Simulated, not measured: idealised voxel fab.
process module | voxel tone inversion
cross-section cut | 170 nm wide | cells 5 nm
A cross-section is a grid of square cells, given in bands from the top down. A band is one or more rows of cells.
Each band's line starts with the height of the band's top and of its bottom, in nm. Then come its materials from left to right, each with its width in nm. One material with "throughout" fills the band from edge to edge. "air" is empty space.
Height 0 is the level under which the wafer as received is all one material. The lowest band goes on downwards, as in "0 down".
A width such as "30 to 40" changes by the same amount from each row of cells to the next, from the band's top row to its bottom row.
"no change" after a step means that no cell of the cross-section changed.
closed voids: empty space of 8 cells or more with no open way to the top, each as width x height at its distance from the left edge, in nm
after a step's settings: what the simulator itself notes on the step
overlay nm, on a step with a mask: how far to the right of its planned place the mask lay; to the left if negative
plan
1 op RECEIVE | material Si
2 op CONFORMAL_DEP | material SiN | thk nm 5
3 op DIRECTIONAL_DEP | material aC | thk nm 15
4 op PATTERN | tone cover | mask id POSTS | material resist | width nm 20 | pitch nm 40 | thk nm 20 | overlay nm 0
5 op DIRECTIONAL_ETCH | etch materials aC | depth nm 15
6 op STRIP | etch materials resist
7 op FILL_DEP | material SiO2 | thk nm 5
8 op CMP | height nm 20
9 op STRIP | etch materials aC
first wafer, as planned
as received, after step 1
  0 down: Si throughout
  closed voids: none
after step 2
  5 to 0: SiN throughout
  below 0: unchanged
after step 3
  20 to 5: aC throughout
  below 5: unchanged
after step 4
  40 to 20: air 15 | resist 20 | air 20 | resist 20 | air 20 | resist 20 | air 20 | resist 20 | air 15
  below 20: unchanged
after step 5
  25 to 20: air 15 | resist 20 | air 20 | resist 20 | air 20 | resist 20 | air 20 | resist 20 | air 15
  20 to 5: air 15 | aC 20 | air 20 | aC 20 | air 20 | aC 20 | air 20 | aC 20 | air 15
  below 5: unchanged
after step 6
  20 to 5: air 15 | aC 20 | air 20 | aC 20 | air 20 | aC 20 | air 20 | aC 20 | air 15
  below 5: unchanged
after step 7
  25 to 20: SiO2 throughout
  20 to 5: SiO2 15 | aC 20 | SiO2 20 | aC 20 | SiO2 20 | aC 20 | SiO2 20 | aC 20 | SiO2 15
  below 5: unchanged
after step 8
  20 to 5: SiO2 15 | aC 20 | SiO2 20 | aC 20 | SiO2 20 | aC 20 | SiO2 20 | aC 20 | SiO2 15
  below 5: unchanged
after step 9
  20 to 5: SiO2 15 | air 20 | SiO2 20 | air 20 | SiO2 20 | air 20 | SiO2 20 | air 20 | SiO2 15
  below 5: unchanged
second wafer: like start, like plan, one mistake. Through step 1 it matches the first wafer
when step 2 should have ended
  15 to 0: aC throughout
  below 0: unchanged
when step 3 should have ended
  20 to 15: SiN throughout
  below 15: unchanged
when step 4 should have ended
  40 to 20: air 15 | resist 20 | air 20 | resist 20 | air 20 | resist 20 | air 20 | resist 20 | air 15
  below 20: unchanged
when step 5 should have ended
  25 to 20: air 15 | resist 20 | air 20 | resist 20 | air 20 | resist 20 | air 20 | resist 20 | air 15
  below 20: unchanged
when step 6 should have ended
  20 to 15: SiN throughout
  below 15: unchanged
when step 7 should have ended
  25 to 20: SiO2 throughout
  below 20: unchanged
when step 8 should have ended
  20 to 15: SiN throughout
  below 15: unchanged
when step 9 should have ended: no change
what went wrong: steps 2 and 3 were swapped
at the end the second wafer has, in cells: 54 fewer of SiO2 | 102 more of aC
